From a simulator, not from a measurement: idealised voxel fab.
Process module in this document: voxel air gaps
Xsec cut, 210 nm wide, square cell size 5 nm.
In this document a cross-section is written as a grid of square cells. It is given as a series of bands, listed from the top down, and a band is one or more rows of cells.
What a band's entry tells you: where the top is and where the bottom is, as heights in nm, and after that what lies inside, material by material from left to right, each with its width in nm. Empty space is written as the word "empty", and a single material marked with the word "throughout" occupies the band from edge to edge.
The reference from which all heights are counted is 0, the level beneath which the as-received wafer is entirely one material; the lowest band, having no lower bound, proceeds downward and is written after the example "top 0, no bottom".
The two numbers in a width such as "30->40" mark its ends across the band: the first belongs to the top row of cells, the second to the bottom row, and from each row to the next the width moves by the same amount.
Where a step carries "no alteration", the cross-section came out of it unchanged, cell for cell.
What "Enclosed voids" gives you is every empty space of 8 cells or more that is cut off from the top. Each appears as width x height at distance, with the distance taken from the left edge and width, height and distance all in nm.
Text after the settings on a step's line: the simulator's own remark on that step.
A step line may carry the setting "overlay nm", which, for steps involving a mask, states the distance by which the mask lay to the right of its intended position; negative values denote displacement to the left.
The following list gives the planned process steps
1: RECEIVE, material Si
2: CONFORMAL_DEP, material SiO2, thk nm 15
3: CONFORMAL_DEP, material SiCN, thk nm 5
4: DIRECTIONAL_DEP, material SiO2, thk nm 30
5: DIRECTIONAL_DEP, material aC, thk nm 10
6: PATTERN, tone open, mask id LINES, material resist, width nm 20, pitch nm 50, thk nm 30, overlay nm 0
7: DIRECTIONAL_ETCH, etch materials aC, depth nm 10
8: STRIP, etch materials resist
9: DIRECTIONAL_ETCH, etch materials SiO2, depth nm 30
10: STRIP, etch materials aC
11: CONFORMAL_DEP, material TiN, thk nm 5
12: FILL_DEP, material W, thk nm 5
13: CMP, height nm 50
14: EPI, material Ru, thk nm 10
15: SELECTIVE_ETCH, etch materials SiO2, depth nm 40
16: CONFORMAL_DEP, material SiCN, thk nm 5
The first of a set of two wafers, run to plan
This is the cross-section of the wafer as we received it, i.e. after step 1
    top 0, no bottom  Si throughout
    Enclosed voids: none
After step 2: wafer cross-section
    top 15, bottom 0  SiO2 throughout
    Everything under 0 stays put, no change at all.
After step 3: wafer cross-section
    top 20, bottom 15  SiCN throughout
    Everything under 15 stays put, no change at all.
After step 4: wafer cross-section
    top 50, bottom 20  SiO2 throughout
    Everything under 20 stays put, no change at all.
After step 5: wafer cross-section
    top 60, bottom 50  aC throughout
    Everything under 50 stays put, no change at all.
After step 6: wafer cross-section
    top 90, bottom 60  resist (20), empty (20), resist (30), empty (20), resist (30), empty (20), resist (30), empty (20), resist (20)
    Everything under 60 stays put, no change at all.
After step 7: wafer cross-section
    top 80, bottom 60  resist (20), empty (20), resist (30), empty (20), resist (30), empty (20), resist (30), empty (20), resist (20)
    top 60, bottom 50  aC (20), empty (20), aC (30), empty (20), aC (30), empty (20), aC (30), empty (20), aC (20)
    Everything under 50 stays put, no change at all.
After step 8: wafer cross-section
    top 60, bottom 50  aC (20), empty (20), aC (30), empty (20), aC (30), empty (20), aC (30), empty (20), aC (20)
    Everything under 50 stays put, no change at all.
After step 9: wafer cross-section
    top 60, bottom 50  aC (20), empty (20), aC (30), empty (20), aC (30), empty (20), aC (30), empty (20), aC (20)
    top 50, bottom 20  SiO2 (20), empty (20), SiO2 (30), empty (20), SiO2 (30), empty (20), SiO2 (30), empty (20), SiO2 (20)
    Everything under 20 stays put, no change at all.
After step 10: wafer cross-section
    top 50, bottom 20  SiO2 (20), empty (20), SiO2 (30), empty (20), SiO2 (30), empty (20), SiO2 (30), empty (20), SiO2 (20)
    Everything under 20 stays put, no change at all.
After step 11: wafer cross-section
    top 55, bottom 50  TiN (25), empty (10), TiN (40), empty (10), TiN (40), empty (10), TiN (40), empty (10), TiN (25)
    top 50, bottom 25  SiO2 (20), TiN (5), empty (10), TiN (5), SiO2 (30), TiN (5), empty (10), TiN (5), SiO2 (30), TiN (5), empty (10), TiN (5), SiO2 (30), TiN (5), empty (10), TiN (5), SiO2 (20)
    top 25, bottom 20  SiO2 (20), TiN (20), SiO2 (30), TiN (20), SiO2 (30), TiN (20), SiO2 (30), TiN (20), SiO2 (20)
    Everything under 20 stays put, no change at all.
After step 12: wafer cross-section
    top 60, bottom 55  W throughout
    top 55, bottom 50  TiN (25), W (10), TiN (40), W (10), TiN (40), W (10), TiN (40), W (10), TiN (25)
    top 50, bottom 25  SiO2 (20), TiN (5), W (10), TiN (5), SiO2 (30), TiN (5), W (10), TiN (5), SiO2 (30), TiN (5), W (10), TiN (5), SiO2 (30), TiN (5), W (10), TiN (5), SiO2 (20)
    Everything under 25 stays put, no change at all.
After step 13: wafer cross-section
    top 50, bottom 25  SiO2 (20), TiN (5), W (10), TiN (5), SiO2 (30), TiN (5), W (10), TiN (5), SiO2 (30), TiN (5), W (10), TiN (5), SiO2 (30), TiN (5), W (10), TiN (5), SiO2 (20)
    Everything under 25 stays put, no change at all.
After step 14: wafer cross-section
    top 60, bottom 50  empty (10), Ru (40), empty (10), Ru (40), empty (10), Ru (40), empty (10), Ru (40), empty (10)
    Everything under 50 stays put, no change at all.
After step 15: wafer cross-section
    top 60, bottom 50  empty (10), Ru (40), empty (10), Ru (40), empty (10), Ru (40), empty (10), Ru (40), empty (10)
    top 50, bottom 25  empty (20), TiN (5), W (10), TiN (5), empty (30), TiN (5), W (10), TiN (5), empty (30), TiN (5), W (10), TiN (5), empty (30), TiN (5), W (10), TiN (5), empty (20)
    top 25, bottom 20  empty (20), TiN (20), empty (30), TiN (20), empty (30), TiN (20), empty (30), TiN (20), empty (20)
    Everything under 20 stays put, no change at all.
After step 16: wafer cross-section
    top 65, bottom 60  empty (5), SiCN (200), empty (5)
    top 60, bottom 50  empty (5), SiCN (5), Ru (40), SiCN (10), Ru (40), SiCN (10), Ru (40), SiCN (10), Ru (40), SiCN (5), empty (5)
    top 50, bottom 45  empty (5), SiCN (15), TiN (5), W (10), TiN (5), SiCN (30), TiN (5), W (10), TiN (5), SiCN (30), TiN (5), W (10), TiN (5), SiCN (30), TiN (5), W (10), TiN (5), SiCN (15), empty (5)
    top 45, bottom 25  empty (15), SiCN (5), TiN (5), W (10), TiN (5), SiCN (5), empty (20), SiCN (5), TiN (5), W (10), TiN (5), SiCN (5), empty (20), SiCN (5), TiN (5), W (10), TiN (5), SiCN (5), empty (20), SiCN (5), TiN (5), W (10), TiN (5), SiCN (5), empty (15)
    top 25, bottom 20  SiCN (20), TiN (20), SiCN (30), TiN (20), SiCN (30), TiN (20), SiCN (30), TiN (20), SiCN (20)
    Everything under 20 stays put, no change at all.
    Enclosed voids: 20 x 20 at 45; 20 x 20 at 95; 20 x 20 at 145
Second wafer: like start, like plan, one mistake. Through step 5 it matches the first wafer
Cross-section of the second wafer at the time by which step 6 should have been completed according to the plan
    top 90, bottom 60  resist (20), empty (25), resist (25), empty (25), resist (25), empty (25), resist (25), empty (25), resist (15)
    Everything under 60 stays put, no change at all.
Cross-section of the second wafer at the time by which step 7 should have been completed according to the plan
    top 80, bottom 60  resist (20), empty (25), resist (25), empty (25), resist (25), empty (25), resist (25), empty (25), resist (15)
    top 60, bottom 50  aC (20), empty (25), aC (25), empty (25), aC (25), empty (25), aC (25), empty (25), aC (15)
    Everything under 50 stays put, no change at all.
Cross-section of the second wafer at the time by which step 8 should have been completed according to the plan
    top 60, bottom 50  aC (20), empty (25), aC (25), empty (25), aC (25), empty (25), aC (25), empty (25), aC (15)
    Everything under 50 stays put, no change at all.
Cross-section of the second wafer at the time by which step 9 should have been completed according to the plan
    top 60, bottom 50  aC (20), empty (25), aC (25), empty (25), aC (25), empty (25), aC (25), empty (25), aC (15)
    top 50, bottom 20  SiO2 (20), empty (25), SiO2 (25), empty (25), SiO2 (25), empty (25), SiO2 (25), empty (25), SiO2 (15)
    Everything under 20 stays put, no change at all.
Cross-section of the second wafer at the time by which step 10 should have been completed according to the plan
    top 50, bottom 20  SiO2 (20), empty (25), SiO2 (25), empty (25), SiO2 (25), empty (25), SiO2 (25), empty (25), SiO2 (15)
    Everything under 20 stays put, no change at all.
Cross-section of the second wafer at the time by which step 11 should have been completed according to the plan
    top 55, bottom 50  TiN (25), empty (15), TiN (35), empty (15), TiN (35), empty (15), TiN (35), empty (15), TiN (20)
    top 50, bottom 25  SiO2 (20), TiN (5), empty (15), TiN (5), SiO2 (25), TiN (5), empty (15), TiN (5), SiO2 (25), TiN (5), empty (15), TiN (5), SiO2 (25), TiN (5), empty (15), TiN (5), SiO2 (15)
    top 25, bottom 20  SiO2 (20), TiN (25), SiO2 (25), TiN (25), SiO2 (25), TiN (25), SiO2 (25), TiN (25), SiO2 (15)
    Everything under 20 stays put, no change at all.
Cross-section of the second wafer at the time by which step 12 should have been completed according to the plan
    top 60, bottom 55  W throughout
    top 55, bottom 50  TiN (25), W (15), TiN (35), W (15), TiN (35), W (15), TiN (35), W (15), TiN (20)
    top 50, bottom 25  SiO2 (20), TiN (5), W (15), TiN (5), SiO2 (25), TiN (5), W (15), TiN (5), SiO2 (25), TiN (5), W (15), TiN (5), SiO2 (25), TiN (5), W (15), TiN (5), SiO2 (15)
    Everything under 25 stays put, no change at all.
Cross-section of the second wafer at the time by which step 13 should have been completed according to the plan
    top 50, bottom 25  SiO2 (20), TiN (5), W (15), TiN (5), SiO2 (25), TiN (5), W (15), TiN (5), SiO2 (25), TiN (5), W (15), TiN (5), SiO2 (25), TiN (5), W (15), TiN (5), SiO2 (15)
    Everything under 25 stays put, no change at all.
Cross-section of the second wafer at the time by which step 14 should have been completed according to the plan
    top 60, bottom 50  empty (10), Ru (45), empty (5), Ru (45), empty (5), Ru (45), empty (5), Ru (45), empty (5)
    Everything under 50 stays put, no change at all.
Cross-section of the second wafer at the time by which step 15 should have been completed according to the plan
    top 60, bottom 50  empty (10), Ru (45), empty (5), Ru (45), empty (5), Ru (45), empty (5), Ru (45), empty (5)
    top 50, bottom 25  empty (20), TiN (5), W (15), TiN (5), empty (25), TiN (5), W (15), TiN (5), empty (25), TiN (5), W (15), TiN (5), empty (25), TiN (5), W (15), TiN (5), empty (15)
    top 25, bottom 20  empty (20), TiN (25), empty (25), TiN (25), empty (25), TiN (25), empty (25), TiN (25), empty (15)
    Everything under 20 stays put, no change at all.
Cross-section of the second wafer at the time by which step 16 should have been completed according to the plan
    top 65, bottom 60  empty (5), SiCN (205)
    top 60, bottom 50  empty (5), SiCN (5), Ru (45), SiCN (5), Ru (45), SiCN (5), Ru (45), SiCN (5), Ru (45), SiCN (5)
    top 50, bottom 45  empty (5), SiCN (15), TiN (5), W (15), TiN (5), SiCN (25), TiN (5), W (15), TiN (5), SiCN (25), TiN (5), W (15), TiN (5), SiCN (25), TiN (5), W (15), TiN (5), SiCN (15)
    top 45, bottom 25  empty (15), SiCN (5), TiN (5), W (15), TiN (5), SiCN (5), empty (15), SiCN (5), TiN (5), W (15), TiN (5), SiCN (5), empty (15), SiCN (5), TiN (5), W (15), TiN (5), SiCN (5), empty (15), SiCN (5), TiN (5), W (15), TiN (5), SiCN (5), empty (10)
    top 25, bottom 20  SiCN (20), TiN (25), SiCN (25), TiN (25), SiCN (25), TiN (25), SiCN (25), TiN (25), SiCN (15)
    Everything under 20 stays put, no change at all.
    Enclosed voids: 15 x 20 at 50; 15 x 20 at 100; 15 x 20 at 150; 10 x 20 at 200
Processing error: step 6 ran differently from the plan; actual operation with settings: PATTERN, tone open, mask id LINES, material resist, width nm 25, pitch nm 50, thk nm 30, overlay nm 0
Final difference in cells, second wafer against first, listed per material as more or fewer: Ru +8; SiCN -12; TiN +4; W +20
The second wafer ends with 4 closed voids, and the first wafer ends with 3.
